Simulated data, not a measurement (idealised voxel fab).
process module | voxel ribs on slabs
cross-section cut | 140 nm wide | cells 5 nm
A cross-section is a grid of square cells, given in bands from the top down. A band is one or more rows of cells.
Each band's line starts with the height of the band's top and of its bottom, in nm. Then come its materials from left to right, each with its width in nm. One material with "throughout" fills the band from edge to edge. "air" is empty space.
Height 0 is the level under which the wafer as received is all one material. The lowest band goes on downwards, as in "0 down".
A width such as "30 to 40" changes by the same amount from each row of cells to the next, from the band's top row to its bottom row.
"no change" after a step means that no cell of the cross-section changed.
closed voids: empty space of 8 cells or more with no open way to the top, each as width x height at its distance from the left edge, in nm
after a step's settings: what the simulator itself notes on the step
overlay nm, on a step with a mask: how far to the right of its planned place the mask lay; to the left if negative
plan
1 op RECEIVE | material Si
2 op DIRECTIONAL_DEP | material SiO2 | thk nm 20
3 op DIRECTIONAL_DEP | material SiN | thk nm 20
4 op PATTERN | tone cover | mask id RIB | material resist | width nm 25 | thk nm 15 | overlay nm 0
5 op DIRECTIONAL_ETCH | etch materials SiN | depth nm 15
6 op STRIP | etch materials resist
7 op MASKED_ETCH | tone cover | mask id SLAB | width nm 55 | etch materials SiN | depth nm 5 | overlay nm 0
8 op FILL_DEP | material SiO2 | thk nm 15
9 op CMP | height nm 50
10 op DIRECTIONAL_DEP | material TiN | thk nm 5
11 op DIRECTIONAL_DEP | material aC | thk nm 15
12 op PATTERN | tone cover | mask id HEATER | material resist | width nm 35 | thk nm 35 | overlay nm -15
13 op DIRECTIONAL_ETCH | etch materials aC | depth nm 15
14 op STRIP | etch materials resist
15 op DIRECTIONAL_ETCH | etch materials TiN | depth nm 5
16 op STRIP | etch materials aC
17 op CONFORMAL_DEP | material SiN | thk nm 10
varied across the wafers: overlay nm of step 12. The plan shows the first wafer's value. All wafers start alike
first wafer as received, after step 1
  0 down: Si throughout
  closed voids: none
first wafer at the end, after step 17
  65 to 60: air 25 | SiN 55 | air 60
  60 to 55: SiN throughout
  55 to 50: SiN 35 | TiN 35 | SiN 70
  50 to 40: SiO2 throughout
  40 to 25: SiO2 55 | SiN 25 | SiO2 60
  25 to 20: SiO2 40 | SiN 55 | SiO2 45
  20 to 0: SiO2 throughout
  0 down: Si throughout
  closed voids: none
last wafer at the end
  65 to 60: air 55 | SiN 55 | air 30
  60 to 55: SiN throughout
  55 to 50: SiN 65 | TiN 35 | SiN 40
  50 to 40: SiO2 throughout
  40 to 25: SiO2 55 | SiN 25 | SiO2 60
  25 to 20: SiO2 40 | SiN 55 | SiO2 45
  20 to 0: SiO2 throughout
  0 down: Si throughout
  closed voids: none
each wafer at the end: cells of each material gained (+) or lost (-) since it was received, then its closed voids
overlay nm -15 | +86 SiN | +254 SiO2 | +7 TiN | closed voids: none
overlay nm -10 | +86 SiN | +254 SiO2 | +7 TiN | closed voids: none
overlay nm -5 | +86 SiN | +254 SiO2 | +7 TiN | closed voids: none
overlay nm 0 | +86 SiN | +254 SiO2 | +7 TiN | closed voids: none
overlay nm 5 | +86 SiN | +254 SiO2 | +7 TiN | closed voids: none
overlay nm 10 | +86 SiN | +254 SiO2 | +7 TiN | closed voids: none
overlay nm 15 | +86 SiN | +254 SiO2 | +7 TiN | closed voids: none
